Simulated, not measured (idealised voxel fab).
Documented hereafter: the process module known as voxel ribs on slabs.
Cross-section cut spans 195 nm and uses square cells 5 nm in size.
Throughout this document, each cross-section is represented as a grid of square cells and is presented as a sequence of bands enumerated from the top downward, where a band comprises one or more rows of cells. Read a band's entry like this: the first values are the height of its top and the height of its bottom in nm, and what follows is the sequence of materials from left to right, each with its width in nm. Note that "blank" is empty space, and that a single material marked "full width" reaches across the band from edge to edge. Note: height 0 marks the level under which the wafer is uniformly one material as received. Lowest band unbounded below, written "from 0 down". A width given as "30..40" starts at the first number in the band's top row and ends at the second number in its bottom row, shifting by an equal amount at every step from row to row. Any step labelled "no change" changed none of the cells in the cross-section. The list in "Closed void entries" covers empty spaces of 8 cells or more that cannot reach the top through any open way, and it gives each as width x height at distance; the distance is from the left edge, and width, height and distance are in nm. On a step's line, text after the settings is the simulator commenting on that step. "overlay nm" denotes, for a step that has a mask, the displacement of the mask to the right of its planned place, with negative values corresponding to the left.

# The process steps that were planned are listed below
1 RECEIVE [material Si]
2 DIRECTIONAL_DEP [material SiO2] [thk nm 20]
3 DIRECTIONAL_DEP [material polySi] [thk nm 15]
4 MASKED_ETCH [tone cover] [mask id RIB] [width nm 15] [etch materials polySi] [depth nm 5] [overlay nm 0]
5 DIRECTIONAL_DEP [material aC] [thk nm 15]
6 PATTERN [tone cover] [mask id SLAB] [material resist] [width nm 55] [thk nm 35] [overlay nm 0]
7 DIRECTIONAL_ETCH [etch materials aC] [depth nm 15]
8 STRIP [etch materials resist]
9 DIRECTIONAL_ETCH [etch materials polySi] [depth nm 10]
10 STRIP [etch materials aC]
11 FILL_DEP [material SiO2] [thk nm 30]
12 CMP [height nm 55]
13 DIRECTIONAL_DEP [material TiN] [thk nm 5]
14 DIRECTIONAL_DEP [material aC] [thk nm 15]
15 PATTERN [tone cover] [mask id HEATER] [material resist] [width nm 25] [thk nm 30] [overlay nm 0]
16 DIRECTIONAL_ETCH [etch materials aC] [depth nm 15]
17 STRIP [etch materials resist]
18 DIRECTIONAL_ETCH [etch materials TiN] [depth nm 5]
19 STRIP [etch materials aC]
20 CONFORMAL_DEP [material SiN] [thk nm 5]

# First of two wafers, processed according to plan

# Received-state cross-section, reflecting completion of step 1
	from 0 down = Si full width
	Closed void entries: none

# You're looking at a cross-section of the wafer after step 2
	from 20 to 0 = SiO2 full width
	At heights below 0, the structure remains unaltered.

# You're looking at a cross-section of the wafer after step 3
	from 35 to 20 = polySi full width
	At heights below 20, the structure remains unaltered.

# You're looking at a cross-section of the wafer after step 4
	from 35 to 30 = blank 90 nm / polySi 15 nm / blank 90 nm
	At heights below 30, the structure remains unaltered.

# You're looking at a cross-section of the wafer after step 5
	from 50 to 45 = blank 90 nm / aC 15 nm / blank 90 nm
	from 45 to 35 = aC full width
	from 35 to 30 = aC 90 nm / polySi 15 nm / aC 90 nm
	At heights below 30, the structure remains unaltered.

# You're looking at a cross-section of the wafer after step 6
	from 85 to 50 = blank 70 nm / resist 55 nm / blank 70 nm
	from 50 to 45 = blank 70 nm / resist 20 nm / aC 15 nm / resist 20 nm / blank 70 nm
	At heights below 45, the structure remains unaltered.

# You're looking at a cross-section of the wafer after step 7
	from 70 to 50 = blank 70 nm / resist 55 nm / blank 70 nm
	from 50 to 45 = blank 70 nm / resist 20 nm / aC 15 nm / resist 20 nm / blank 70 nm
	from 45 to 35 = blank 70 nm / aC 55 nm / blank 70 nm
	from 35 to 30 = blank 70 nm / aC 20 nm / polySi 15 nm / aC 20 nm / blank 70 nm
	At heights below 30, the structure remains unaltered.

# You're looking at a cross-section of the wafer after step 8
	from 50 to 45 = blank 90 nm / aC 15 nm / blank 90 nm
	At heights below 45, the structure remains unaltered.

# You're looking at a cross-section of the wafer after step 9
	from 50 to 45 = blank 90 nm / aC 15 nm / blank 90 nm
	from 45 to 35 = blank 70 nm / aC 55 nm / blank 70 nm
	from 35 to 30 = blank 70 nm / aC 20 nm / polySi 15 nm / aC 20 nm / blank 70 nm
	from 30 to 20 = blank 70 nm / polySi 55 nm / blank 70 nm
	At heights below 20, the structure remains unaltered.

# You're looking at a cross-section of the wafer after step 10
	from 35 to 30 = blank 90 nm / polySi 15 nm / blank 90 nm
	At heights below 30, the structure remains unaltered.

# You're looking at a cross-section of the wafer after step 11
	from 65 to 35 = SiO2 full width
	from 35 to 30 = SiO2 90 nm / polySi 15 nm / SiO2 90 nm
	from 30 to 20 = SiO2 70 nm / polySi 55 nm / SiO2 70 nm
	At heights below 20, the structure remains unaltered.

# You're looking at a cross-section of the wafer after step 12
	from 55 to 35 = SiO2 full width
	At heights below 35, the structure remains unaltered.

# You're looking at a cross-section of the wafer after step 13
	from 60 to 55 = TiN full width
	At heights below 55, the structure remains unaltered.

# You're looking at a cross-section of the wafer after step 14
	from 75 to 60 = aC full width
	At heights below 60, the structure remains unaltered.

# You're looking at a cross-section of the wafer after step 15
	from 105 to 75 = blank 85 nm / resist 25 nm / blank 85 nm
	At heights below 75, the structure remains unaltered.

# You're looking at a cross-section of the wafer after step 16
	from 90 to 75 = blank 85 nm / resist 25 nm / blank 85 nm
	from 75 to 60 = blank 85 nm / aC 25 nm / blank 85 nm
	At heights below 60, the structure remains unaltered.

# You're looking at a cross-section of the wafer after step 17
	from 75 to 60 = blank 85 nm / aC 25 nm / blank 85 nm
	At heights below 60, the structure remains unaltered.

# You're looking at a cross-section of the wafer after step 18
	from 75 to 60 = blank 85 nm / aC 25 nm / blank 85 nm
	from 60 to 55 = blank 85 nm / TiN 25 nm / blank 85 nm
	At heights below 55, the structure remains unaltered.

# You're looking at a cross-section of the wafer after step 19
	from 60 to 55 = blank 85 nm / TiN 25 nm / blank 85 nm
	At heights below 55, the structure remains unaltered.

# You're looking at a cross-section of the wafer after step 20
	from 65 to 60 = blank 80 nm / SiN 35 nm / blank 80 nm
	from 60 to 55 = SiN 85 nm / TiN 25 nm / SiN 85 nm
	At heights below 55, the structure remains unaltered.

# Second wafer, same starting state and plan as the first, one mistake in the run, identical through step 12

# At the planned end of step 13, the second wafer in cross-section
	from 60 to 35 = SiO2 full width
	At heights below 35, the structure remains unaltered.

# At the planned end of step 14, the second wafer in cross-section
	from 75 to 60 = aC full width
	At heights below 60, the structure remains unaltered.

# At the planned end of step 15, the second wafer in cross-section
	from 105 to 75 = blank 85 nm / resist 25 nm / blank 85 nm
	At heights below 75, the structure remains unaltered.

# At the planned end of step 16, the second wafer in cross-section
	from 90 to 75 = blank 85 nm / resist 25 nm / blank 85 nm
	from 75 to 60 = blank 85 nm / aC 25 nm / blank 85 nm
	At heights below 60, the structure remains unaltered.

# At the planned end of step 17, the second wafer in cross-section
	from 75 to 60 = blank 85 nm / aC 25 nm / blank 85 nm
	At heights below 60, the structure remains unaltered.

At the planned end of step 18, the second wafer in cross-section: no change

# At the planned end of step 19, the second wafer in cross-section
	from 60 to 35 = SiO2 full width
	At heights below 35, the structure remains unaltered.

# At the planned end of step 20, the second wafer in cross-section
	from 65 to 60 = SiN full width
	At heights below 60, the structure remains unaltered.
Plan not followed: step 13 deviated from plan and actually ran as DIRECTIONAL_DEP [material SiO2] [thk nm 5]
The final cell counts differ between the wafers, with the second having more or fewer of some materials than the first: SiN: 2 fewer, SiO2: 39 more, TiN: 5 fewer
